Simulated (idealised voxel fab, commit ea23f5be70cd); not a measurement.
A process module follows: voxel transistor to metal.
Cross-section cut spans 195 nm and uses square cells 5 nm in size.
Reading order for cross-sections: top band down to bottom band. Underlying form: a grid of square cells. Band size: one or more rows of cells. First you get the band's top height and its bottom height, in nm, and then the materials it's made of, left to right, with each width in nm. If you see a single material with "everywhere", that one covers the band edge to edge. "blank" is empty space. Height datum 0, below which the as-received substrate wafer is one material. Lowest band open at the bottom, running downward: "0 and below". Per-row width for "30->40": begins at first number (top row of band), ends at second number (bottom row), increment between rows held constant. Step note "remains unaltered" = no cross-section cell changed. If an empty space has no open way to the top and is at least 8 cells in size, "Closed cavities" lists it, written width x height at distance, where distance is measured from the left edge and every value is in nm. Anything after a step's settings on that line? It's the simulator's own note about the step. The optional step-line setting "overlay nm" applies to steps with a mask and quantifies how far to the right of its planned location the mask lay, a negative value indicating leftward placement.
Process steps - plan
1,RECEIVE (material Si)
2,OXIDIZE (depth nm 5)
3,CONFORMAL_DEP (material SiN; thk nm 10)
4,MASKED_ETCH (tone cover; mask id ACTIVE; width nm 115; etch materials SiN; depth nm 10; overlay nm 0)
5,MASKED_ETCH (tone cover; mask id ACTIVE; width nm 115; etch materials SiO2; depth nm 5; overlay nm -15)
6,MASKED_ETCH (tone cover; mask id ACTIVE; width nm 115; etch materials Si; depth nm 35; overlay nm 0)
7,FILL_DEP (material SiO2; thk nm 10)
8,CMP (height nm 10)
9,SELECTIVE_ETCH (etch materials SiO2; depth nm 10)
10,STRIP (etch materials SiN)
11,SELECTIVE_ETCH (etch materials SiO2; depth nm 5)
12,OXIDIZE (depth nm 5)
13,DIRECTIONAL_DEP (material polySi; thk nm 30)
14,DIRECTIONAL_DEP (material SiCN; thk nm 15)
15,DIRECTIONAL_DEP (material aC; thk nm 10)
16,PATTERN (tone cover; mask id GATE; material resist; width nm 25; thk nm 30; overlay nm 0)
17,DIRECTIONAL_ETCH (etch materials aC; depth nm 10)
18,STRIP (etch materials resist)
19,DIRECTIONAL_ETCH (etch materials SiCN; depth nm 25)
20,DIRECTIONAL_ETCH (etch materials polySi; depth nm 40)
21,STRIP (etch materials aC)
22,CONFORMAL_DEP (material SiO2; thk nm 5)
23,DIRECTIONAL_ETCH (etch materials SiO2; depth nm 5)
24,CONFORMAL_DEP (material SiN; thk nm 5)
25,DIRECTIONAL_ETCH (etch materials SiN; depth nm 5)
26,DIRECTIONAL_ETCH (etch materials SiO2; depth nm 5)
27,EPI (material nSi; thk nm 5)
28,FILL_DEP (material SiO2; thk nm 10)
29,CMP (height nm 40)
30,DIRECTIONAL_DEP (material SiO2; thk nm 10)
31,PATTERN (tone open; mask id CONTACT; material resist; width nm 15; pitch nm 80; thk nm 15; overlay nm 0)
32,DIRECTIONAL_ETCH (etch materials SiO2; depth nm 55)
33,STRIP (etch materials resist)
34,CONFORMAL_DEP (material TiN; thk nm 5)
35,FILL_DEP (material Ru; thk nm 10)
36,CMP (height nm 50)
37,CONFORMAL_DEP (material SiN; thk nm 5)
38,DIRECTIONAL_DEP (material SiO2; thk nm 20)
39,DIRECTIONAL_DEP (material aC; thk nm 15)
40,PATTERN (tone open; mask id METAL_1; material resist; width nm 15; pitch nm 80; thk nm 35; overlay nm 0)
41,DIRECTIONAL_ETCH (etch materials aC; depth nm 15)
42,STRIP (etch materials resist)
43,DIRECTIONAL_ETCH (etch materials SiO2; depth nm 20)
44,DIRECTIONAL_ETCH (etch materials SiN; depth nm 5)
45,STRIP (etch materials aC)
46,CONFORMAL_DEP (material TiN; thk nm 5)
47,FILL_DEP (material Cu; thk nm 10)
48,CMP (height nm 75)
49,CONFORMAL_DEP (material SiCN; thk nm 5)
Don't read the plan's overlay nm for step 5 as applying to every wafer: that's the first wafer's value, and the wafers differ in it, though they all start identical.
After step 1, as received: first of several wafers, cross-section
> 0 and below | Si everywhere
> Closed cavities: none
At the end of the module, after its last step, step 49, the first of several wafers appears in cross-section as follows
> 80 down to 75 | SiCN everywhere
> 75 down to 55 | 50 nm SiO2, then 5 nm TiN, then 5 nm Cu, then 5 nm TiN, then 65 nm SiO2, then 5 nm TiN, then 5 nm Cu, then 5 nm TiN, then 50 nm SiO2
> 55 down to 50 | 50 nm SiN, then 15 nm TiN, then 65 nm SiN, then 15 nm TiN, then 50 nm SiN
> 50 down to 40 | 50 nm SiO2, then 5 nm TiN, then 5 nm Ru, then 5 nm TiN, then 65 nm SiO2, then 5 nm TiN, then 5 nm Ru, then 5 nm TiN, then 50 nm SiO2
> 40 down to 25 | 50 nm SiO2, then 5 nm TiN, then 5 nm Ru, then 5 nm TiN, then 10 nm SiO2, then 5 nm SiN, then 5 nm SiO2, then 25 nm SiCN, then 5 nm SiO2, then 5 nm SiN, then 10 nm SiO2, then 5 nm TiN, then 5 nm Ru, then 5 nm TiN, then 50 nm SiO2
> 25 down to 0 | 50 nm SiO2, then 5 nm TiN, then 5 nm Ru, then 5 nm TiN, then 10 nm SiO2, then 5 nm SiN, then 5 nm SiO2, then 25 nm polySi, then 5 nm SiO2, then 5 nm SiN, then 10 nm SiO2, then 5 nm TiN, then 5 nm Ru, then 5 nm TiN, then 50 nm SiO2
> 0 down to -5 | 50 nm SiO2, then 15 nm TiN, then 10 nm SiO2, then 5 nm SiN, then 5 nm SiO2, then 25 nm polySi, then 5 nm SiO2, then 5 nm SiN, then 10 nm SiO2, then 15 nm TiN, then 50 nm SiO2
> -5 down to -10 | 20 nm SiO2, then 55 nm nSi, then 45 nm SiO2, then 40 nm nSi, then 35 nm SiO2
> -10 down to -40 | 25 nm SiO2, then 130 nm Si, then 40 nm SiO2
> -40 and below | Si everywhere
> Closed cavities: none
Last wafer, end of module, cross-section
> 80 down to 75 | SiCN everywhere
> 75 down to 55 | 50 nm SiO2, then 5 nm TiN, then 5 nm Cu, then 5 nm TiN, then 65 nm SiO2, then 5 nm TiN, then 5 nm Cu, then 5 nm TiN, then 50 nm SiO2
> 55 down to 50 | 50 nm SiN, then 15 nm TiN, then 65 nm SiN, then 15 nm TiN, then 50 nm SiN
> 50 down to 40 | 50 nm SiO2, then 5 nm TiN, then 5 nm Ru, then 5 nm TiN, then 65 nm SiO2, then 5 nm TiN, then 5 nm Ru, then 5 nm TiN, then 50 nm SiO2
> 40 down to 25 | 50 nm SiO2, then 5 nm TiN, then 5 nm Ru, then 5 nm TiN, then 10 nm SiO2, then 5 nm SiN, then 5 nm SiO2, then 25 nm SiCN, then 5 nm SiO2, then 5 nm SiN, then 10 nm SiO2, then 5 nm TiN, then 5 nm Ru, then 5 nm TiN, then 50 nm SiO2
> 25 down to 0 | 50 nm SiO2, then 5 nm TiN, then 5 nm Ru, then 5 nm TiN, then 10 nm SiO2, then 5 nm SiN, then 5 nm SiO2, then 25 nm polySi, then 5 nm SiO2, then 5 nm SiN, then 10 nm SiO2, then 5 nm TiN, then 5 nm Ru, then 5 nm TiN, then 50 nm SiO2
> 0 down to -5 | 50 nm SiO2, then 15 nm TiN, then 10 nm SiO2, then 5 nm SiN, then 5 nm SiO2, then 25 nm polySi, then 5 nm SiO2, then 5 nm SiN, then 10 nm SiO2, then 15 nm TiN, then 50 nm SiO2
> -5 down to -10 | 35 nm SiO2, then 40 nm nSi, then 45 nm SiO2, then 55 nm nSi, then 20 nm SiO2
> -10 down to -40 | 40 nm SiO2, then 130 nm Si, then 25 nm SiO2
> -40 and below | Si everywhere
> Closed cavities: none
Every row in this table is a wafer at the end of the module, and it gives, for each of the materials, the cells that wafer has gained (+) or lost (-) since it was received, then its closed voids
overlay nm -15, +8 Cu, +20 Ru, -156 Si, +54 SiCN, +51 SiN, +530 SiO2, +68 TiN, +19 nSi, +30 polySi, Closed cavities: none
overlay nm -10, +8 Cu, +20 Ru, -162 Si, +54 SiCN, +51 SiN, +537 SiO2, +68 TiN, +18 nSi, +30 polySi, Closed cavities: none
overlay nm -5, +8 Cu, +20 Ru, -168 Si, +54 SiCN, +51 SiN, +544 SiO2, +68 TiN, +17 nSi, +30 polySi, Closed cavities: none
overlay nm 0, +8 Cu, +20 Ru, -174 Si, +54 SiCN, +51 SiN, +551 SiO2, +68 TiN, +16 nSi, +30 polySi, Closed cavities: none
overlay nm 5, +8 Cu, +20 Ru, -168 Si, +54 SiCN, +51 SiN, +544 SiO2, +68 TiN, +17 nSi, +30 polySi, Closed cavities: none
overlay nm 10, +8 Cu, +20 Ru, -162 Si, +54 SiCN, +51 SiN, +537 SiO2, +68 TiN, +18 nSi, +30 polySi, Closed cavities: none
overlay nm 15, +8 Cu, +20 Ru, -156 Si, +54 SiCN, +51 SiN, +530 SiO2, +68 TiN, +19 nSi, +30 polySi, Closed cavities: none
